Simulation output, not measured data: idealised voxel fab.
Process module name: voxel ribs on slabs
The cross-section shown here is cut; it is 265 nm wide and divided into square cells measuring 5 nm on a side.
When this document writes out a cross-section, it uses a grid of square cells and lists it as bands, beginning at the top and moving down, with a band standing for one or more rows of cells.
Within each band entry, the heights of the top and of the bottom of the band appear first, in that order and in nm; the materials of the band then follow from left to right, each with its corresponding width in nm. The designation "everywhere" on a single material indicates that it fills the band from edge to edge; the designation "air" indicates empty space.
Beneath 0, the wafer as received is one material, and that level is where height counting begins. The lowest band goes on downward without a bottom; it is written like "0..down".
The width entry "30..40" should be interpreted row by row: the top row of cells in the band takes the first number, the bottom row takes the second number, and the change between adjacent rows is uniform throughout.
"remained unchanged", as given for a step, is the statement that not any cell of the cross-section underwent a change during that step.
Empty spaces counting at least 8 cells and having no open way to the top are listed in "Cavities, sealed". The notation width x height at distance is used for each, the distance being from the left edge and all three values in nm.
Read whatever lies past the settings on a step's line as the simulator's own remark about the step.
A step line may carry the setting "overlay nm", which, for steps involving a mask, states the distance by which the mask lay to the right of its intended position; negative values denote displacement to the left.

# plan
- 1: RECEIVE [material Si]
- 2: DIRECTIONAL_DEP [material SiO2] [thk nm 20]
- 3: DIRECTIONAL_DEP [material SiN] [thk nm 25]
- 4: PATTERN [tone cover] [mask id RIB] [material resist] [width nm 15] [thk nm 15] [overlay nm 0]
- 5: DIRECTIONAL_ETCH [etch materials SiN] [depth nm 15]
- 6: STRIP [etch materials resist]
- 7: MASKED_ETCH [tone cover] [mask id SLAB] [width nm 65] [etch materials SiN] [depth nm 10] [overlay nm 0]
- 8: FILL_DEP [material SiO2] [thk nm 30]
- 9: CMP [height nm 65]
- 10: DIRECTIONAL_DEP [material W] [thk nm 5]
- 11: DIRECTIONAL_DEP [material aC] [thk nm 10]
- 12: PATTERN [tone cover] [mask id HEATER] [material resist] [width nm 25] [thk nm 25] [overlay nm 0]
- 13: DIRECTIONAL_ETCH [etch materials aC] [depth nm 10]
- 14: STRIP [etch materials resist]
- 15: DIRECTIONAL_ETCH [etch materials W] [depth nm 5]
- 16: STRIP [etch materials aC]
- 17: CONFORMAL_DEP [material SiN] [thk nm 10]
Every wafer here starts from the same state; it is the step 4 width nm that distinguishes them, and the value the plan gives belongs to the first wafer.

# Step 1 complete: as-received cross-section of the first of several wafers
	0..down | Si everywhere
	Cavities, sealed: none

# First of several wafers, sectioned at end of module (last step: step 17)
	80..75 | air (110), then SiN (45), then air (110)
	75..70 | SiN everywhere
	70..65 | SiN (120), then W (25), then SiN (120)
	65..45 | SiO2 everywhere
	45..30 | SiO2 (125), then SiN (15), then SiO2 (125)
	30..20 | SiO2 (100), then SiN (65), then SiO2 (100)
	20..0 | SiO2 everywhere
	0..down | Si everywhere
	Cavities, sealed: none

# Cross-section of the last wafer at end of module
	80..75 | air (110), then SiN (45), then air (110)
	75..70 | SiN everywhere
	70..65 | SiN (120), then W (25), then SiN (120)
	65..45 | SiO2 everywhere
	45..30 | SiO2 (120), then SiN (30), then SiO2 (115)
	30..20 | SiO2 (100), then SiN (65), then SiO2 (100)
	20..0 | SiO2 everywhere
	0..down | Si everywhere
	Cavities, sealed: none

# wafer rows; end of module; cells per material since receipt: (+) gained, (-) lost; then closed voids
width nm 15, +145 SiN, +654 SiO2, +5 W, Cavities, sealed: none
width nm 20, +148 SiN, +651 SiO2, +5 W, Cavities, sealed: none
width nm 25, +151 SiN, +648 SiO2, +5 W, Cavities, sealed: none
width nm 30, +154 SiN, +645 SiO2, +5 W, Cavities, sealed: none
